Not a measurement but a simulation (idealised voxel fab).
This is a process module. Its name is voxel self aligned vias.
Displayed cross-section: cut, width of 210 nm, square cells sized 5 nm.
Cross-section = grid of square cells, listed top down in bands; band = one or more rows. Heads up on the band format: heights come first, top then bottom, in nm. After that it's the materials left to right, each with its width in nm. A single material flagged "everywhere" fills the whole band edge to edge, and "air" means there's empty space there. Below 0: as-received wafer, all one material; heights counted from there. Lowest band: no bottom, goes on down, written "0..down". With a width like "30..40", each row of cells in the band differs from the next by the same amount, the top row carrying the first number and the bottom row the second. Take "changes: none" at face value: in the step it is given for, the cross-section changed in none of its cells. Listed in "Enclosed cavities": every empty space of 8 or more cells without an open way to the top. Form: width x height at distance, the distance being from the left edge, all in nm. On a step's line, text after the settings is the simulator commenting on that step. overlay nm: for a step with a mask, the amount by which the mask lay right of where it was planned; a negative amount means left of it.

PLANNED STEP LIST FOR THE PROCESS
| 1 | RECEIVE | material Si |
| 2 | CONFORMAL_DEP | material SiO2 | thk nm 10 |
| 3 | CONFORMAL_DEP | material SiCN | thk nm 5 |
| 4 | DIRECTIONAL_DEP | material lowk | thk nm 25 |
| 5 | PATTERN | tone open | mask id LINES | material resist | width nm 25 | pitch nm 55 | thk nm 15 | overlay nm 0 |
| 6 | DIRECTIONAL_ETCH | etch materials lowk | depth nm 25 |
| 7 | STRIP | etch materials resist |
| 8 | CONFORMAL_DEP | material TiN | thk nm 5 |
| 9 | FILL_DEP | material Ru | thk nm 5 |
| 10 | CMP | height nm 40 |
| 11 | SELECTIVE_ETCH | etch materials W Ru TiN | depth nm 10 |
| 12 | FILL_DEP | material SiN | thk nm 5 |
| 13 | CMP | height nm 40 |
| 14 | DIRECTIONAL_DEP | material lowk | thk nm 20 |
| 15 | MASKED_ETCH | tone open | mask id VIAS | width nm 35 | pitch nm 55 | etch materials lowk | depth nm 20 | overlay nm 0 |
| 16 | MASKED_ETCH | tone open | mask id VIAS | width nm 35 | pitch nm 55 | etch materials SiN | depth nm 10 | overlay nm 0 |
| 17 | CONFORMAL_DEP | material TiN | thk nm 5 |
| 18 | FILL_DEP | material Ru | thk nm 5 |
| 19 | CMP | height nm 60 |
| 20 | CONFORMAL_DEP | material SiN | thk nm 5 |

FIRST OF TWO WAFERS, WITH THE RUN CARRIED OUT AS PLANNED

CROSS-SECTION OF THE WAFER UPON ARRIVAL, REPRESENTING THE STATE REACHED AFTER STEP 1
- 0..down  Si everywhere
- Enclosed cavities: none

HOW THE WAFER STANDS IN SECTION AFTER STEP 2
- 10..0  SiO2 everywhere
- All layers under 0 are left as they were.

HOW THE WAFER STANDS IN SECTION AFTER STEP 3
- 15..10  SiCN everywhere
- All layers under 10 are left as they were.

HOW THE WAFER STANDS IN SECTION AFTER STEP 4
- 40..15  lowk everywhere
- All layers under 15 are left as they were.

HOW THE WAFER STANDS IN SECTION AFTER STEP 5
- 55..40  resist (35) / air (25) / resist (30) / air (25) / resist (30) / air (25) / resist (40)
- All layers under 40 are left as they were.

HOW THE WAFER STANDS IN SECTION AFTER STEP 6
- 55..40  resist (35) / air (25) / resist (30) / air (25) / resist (30) / air (25) / resist (40)
- 40..15  lowk (35) / air (25) / lowk (30) / air (25) / lowk (30) / air (25) / lowk (40)
- All layers under 15 are left as they were.

HOW THE WAFER STANDS IN SECTION AFTER STEP 7
- 40..15  lowk (35) / air (25) / lowk (30) / air (25) / lowk (30) / air (25) / lowk (40)
- All layers under 15 are left as they were.

HOW THE WAFER STANDS IN SECTION AFTER STEP 8
- 45..40  TiN (40) / air (15) / TiN (40) / air (15) / TiN (40) / air (15) / TiN (45)
- 40..20  lowk (35) / TiN (5) / air (15) / TiN (5) / lowk (30) / TiN (5) / air (15) / TiN (5) / lowk (30) / TiN (5) / air (15) / TiN (5) / lowk (40)
- 20..15  lowk (35) / TiN (25) / lowk (30) / TiN (25) / lowk (30) / TiN (25) / lowk (40)
- All layers under 15 are left as they were.

HOW THE WAFER STANDS IN SECTION AFTER STEP 9
- 50..45  Ru everywhere
- 45..40  TiN (40) / Ru (15) / TiN (40) / Ru (15) / TiN (40) / Ru (15) / TiN (45)
- 40..20  lowk (35) / TiN (5) / Ru (15) / TiN (5) / lowk (30) / TiN (5) / Ru (15) / TiN (5) / lowk (30) / TiN (5) / Ru (15) / TiN (5) / lowk (40)
- All layers under 20 are left as they were.

HOW THE WAFER STANDS IN SECTION AFTER STEP 10
- 40..20  lowk (35) / TiN (5) / Ru (15) / TiN (5) / lowk (30) / TiN (5) / Ru (15) / TiN (5) / lowk (30) / TiN (5) / Ru (15) / TiN (5) / lowk (40)
- All layers under 20 are left as they were.

HOW THE WAFER STANDS IN SECTION AFTER STEP 11
- 40..30  lowk (35) / air (25) / lowk (30) / air (25) / lowk (30) / air (25) / lowk (40)
- All layers under 30 are left as they were.

HOW THE WAFER STANDS IN SECTION AFTER STEP 12
- 45..40  SiN everywhere
- 40..30  lowk (35) / SiN (25) / lowk (30) / SiN (25) / lowk (30) / SiN (25) / lowk (40)
- All layers under 30 are left as they were.

HOW THE WAFER STANDS IN SECTION AFTER STEP 13
- 40..30  lowk (35) / SiN (25) / lowk (30) / SiN (25) / lowk (30) / SiN (25) / lowk (40)
- All layers under 30 are left as they were.

HOW THE WAFER STANDS IN SECTION AFTER STEP 14
- 60..40  lowk everywhere
- All layers under 40 are left as they were.

HOW THE WAFER STANDS IN SECTION AFTER STEP 15
- 60..40  lowk (30) / air (35) / lowk (20) / air (35) / lowk (20) / air (35) / lowk (35)
- All layers under 40 are left as they were.

HOW THE WAFER STANDS IN SECTION AFTER STEP 16
- 60..40  lowk (30) / air (35) / lowk (20) / air (35) / lowk (20) / air (35) / lowk (35)
- 40..30  lowk (35) / air (25) / lowk (30) / air (25) / lowk (30) / air (25) / lowk (40)
- All layers under 30 are left as they were.

HOW THE WAFER STANDS IN SECTION AFTER STEP 17
- 65..60  TiN (35) / air (25) / TiN (30) / air (25) / TiN (30) / air (25) / TiN (40)
- 60..45  lowk (30) / TiN (5) / air (25) / TiN (5) / lowk (20) / TiN (5) / air (25) / TiN (5) / lowk (20) / TiN (5) / air (25) / TiN (5) / lowk (35)
- 45..35  lowk (30..35) / TiN (10..5) / air (15) / TiN (10..5) / lowk (20..30) / TiN (10..5) / air (15) / TiN (10..5) / lowk (20..30) / TiN (10..5) / air (15) / TiN (10..5) / lowk (35..40)
- 35..30  lowk (35) / TiN (25) / lowk (30) / TiN (25) / lowk (30) / TiN (25) / lowk (40)
- All layers under 30 are left as they were.

HOW THE WAFER STANDS IN SECTION AFTER STEP 18
- 70..65  Ru everywhere
- 65..60  TiN (35) / Ru (25) / TiN (30) / Ru (25) / TiN (30) / Ru (25) / TiN (40)
- 60..45  lowk (30) / TiN (5) / Ru (25) / TiN (5) / lowk (20) / TiN (5) / Ru (25) / TiN (5) / lowk (20) / TiN (5) / Ru (25) / TiN (5) / lowk (35)
- 45..35  lowk (30..35) / TiN (10..5) / Ru (15) / TiN (10..5) / lowk (20..30) / TiN (10..5) / Ru (15) / TiN (10..5) / lowk (20..30) / TiN (10..5) / Ru (15) / TiN (10..5) / lowk (35..40)
- All layers under 35 are left as they were.

HOW THE WAFER STANDS IN SECTION AFTER STEP 19
- 60..45  lowk (30) / TiN (5) / Ru (25) / TiN (5) / lowk (20) / TiN (5) / Ru (25) / TiN (5) / lowk (20) / TiN (5) / Ru (25) / TiN (5) / lowk (35)
- All layers under 45 are left as they were.

HOW THE WAFER STANDS IN SECTION AFTER STEP 20
- 65..60  SiN everywhere
- All layers under 60 are left as they were.

THE REMAINING WAFER, SECOND OF THE TWO, STARTED LIKE THE FIRST AND WAS RUN TO THE SAME PLAN, EXCEPT THAT ONE MISTAKE WAS MADE ALONG THE WAY; THE TWO COINCIDE THROUGH STEP 2, INCLUSIVE

THE SECOND WAFER CUT THROUGH, AT THE TIME STEP 3 WAS SUPPOSED TO BE FINISHED
- 35..10  lowk everywhere
- All layers under 10 are left as they were.

THE SECOND WAFER CUT THROUGH, AT THE TIME STEP 4 WAS SUPPOSED TO BE FINISHED
- 40..35  SiCN everywhere
- All layers under 35 are left as they were.

THE SECOND WAFER CUT THROUGH, AT THE TIME STEP 5 WAS SUPPOSED TO BE FINISHED
- 55..40  resist (35) / air (25) / resist (30) / air (25) / resist (30) / air (25) / resist (40)
- All layers under 40 are left as they were.

The second wafer cut through, at the time step 6 was supposed to be finished: changes: none

THE SECOND WAFER CUT THROUGH, AT THE TIME STEP 7 WAS SUPPOSED TO BE FINISHED
- 40..35  SiCN everywhere
- All layers under 35 are left as they were.

THE SECOND WAFER CUT THROUGH, AT THE TIME STEP 8 WAS SUPPOSED TO BE FINISHED
- 45..40  TiN everywhere
- All layers under 40 are left as they were.

THE SECOND WAFER CUT THROUGH, AT THE TIME STEP 9 WAS SUPPOSED TO BE FINISHED
- 50..45  Ru everywhere
- All layers under 45 are left as they were.

THE SECOND WAFER CUT THROUGH, AT THE TIME STEP 10 WAS SUPPOSED TO BE FINISHED
- 40..35  SiCN everywhere
- All layers under 35 are left as they were.

The second wafer cut through, at the time step 11 was supposed to be finished: changes: none

THE SECOND WAFER CUT THROUGH, AT THE TIME STEP 12 WAS SUPPOSED TO BE FINISHED
- 45..40  SiN everywhere
- All layers under 40 are left as they were.

THE SECOND WAFER CUT THROUGH, AT THE TIME STEP 13 WAS SUPPOSED TO BE FINISHED
- 40..35  SiCN everywhere
- All layers under 35 are left as they were.

THE SECOND WAFER CUT THROUGH, AT THE TIME STEP 14 WAS SUPPOSED TO BE FINISHED
- 60..40  lowk everywhere
- All layers under 40 are left as they were.

THE SECOND WAFER CUT THROUGH, AT THE TIME STEP 15 WAS SUPPOSED TO BE FINISHED
- 60..40  lowk (30) / air (35) / lowk (20) / air (35) / lowk (20) / air (35) / lowk (35)
- All layers under 40 are left as they were.

The second wafer cut through, at the time step 16 was supposed to be finished: changes: none

THE SECOND WAFER CUT THROUGH, AT THE TIME STEP 17 WAS SUPPOSED TO BE FINISHED
- 65..60  TiN (35) / air (25) / TiN (30) / air (25) / TiN (30) / air (25) / TiN (40)
- 60..45  lowk (30) / TiN (5) / air (25) / TiN (5) / lowk (20) / TiN (5) / air (25) / TiN (5) / lowk (20) / TiN (5) / air (25) / TiN (5) / lowk (35)
- 45..40  lowk (30) / TiN (35) / lowk (20) / TiN (35) / lowk (20) / TiN (35) / lowk (35)
- All layers under 40 are left as they were.

THE SECOND WAFER CUT THROUGH, AT THE TIME STEP 18 WAS SUPPOSED TO BE FINISHED
- 70..65  Ru everywhere
- 65..60  TiN (35) / Ru (25) / TiN (30) / Ru (25) / TiN (30) / Ru (25) / TiN (40)
- 60..45  lowk (30) / TiN (5) / Ru (25) / TiN (5) / lowk (20) / TiN (5) / Ru (25) / TiN (5) / lowk (20) / TiN (5) / Ru (25) / TiN (5) / lowk (35)
- All layers under 45 are left as they were.

THE SECOND WAFER CUT THROUGH, AT THE TIME STEP 19 WAS SUPPOSED TO BE FINISHED
- 60..45  lowk (30) / TiN (5) / Ru (25) / TiN (5) / lowk (20) / TiN (5) / Ru (25) / TiN (5) / lowk (20) / TiN (5) / Ru (25) / TiN (5) / lowk (35)
- All layers under 45 are left as they were.

THE SECOND WAFER CUT THROUGH, AT THE TIME STEP 20 WAS SUPPOSED TO BE FINISHED
- 65..60  SiN everywhere
- All layers under 60 are left as they were.
So what did we get wrong on this run? the executed order of steps 3 and 4 is the reverse of that specified in the plan, each step having taken the other's position
Bottom line after processing is that, in cells, the second wafer is up or down on some materials versus the first: 36 fewer of Ru, 39 fewer of TiN, 75 more of lowk
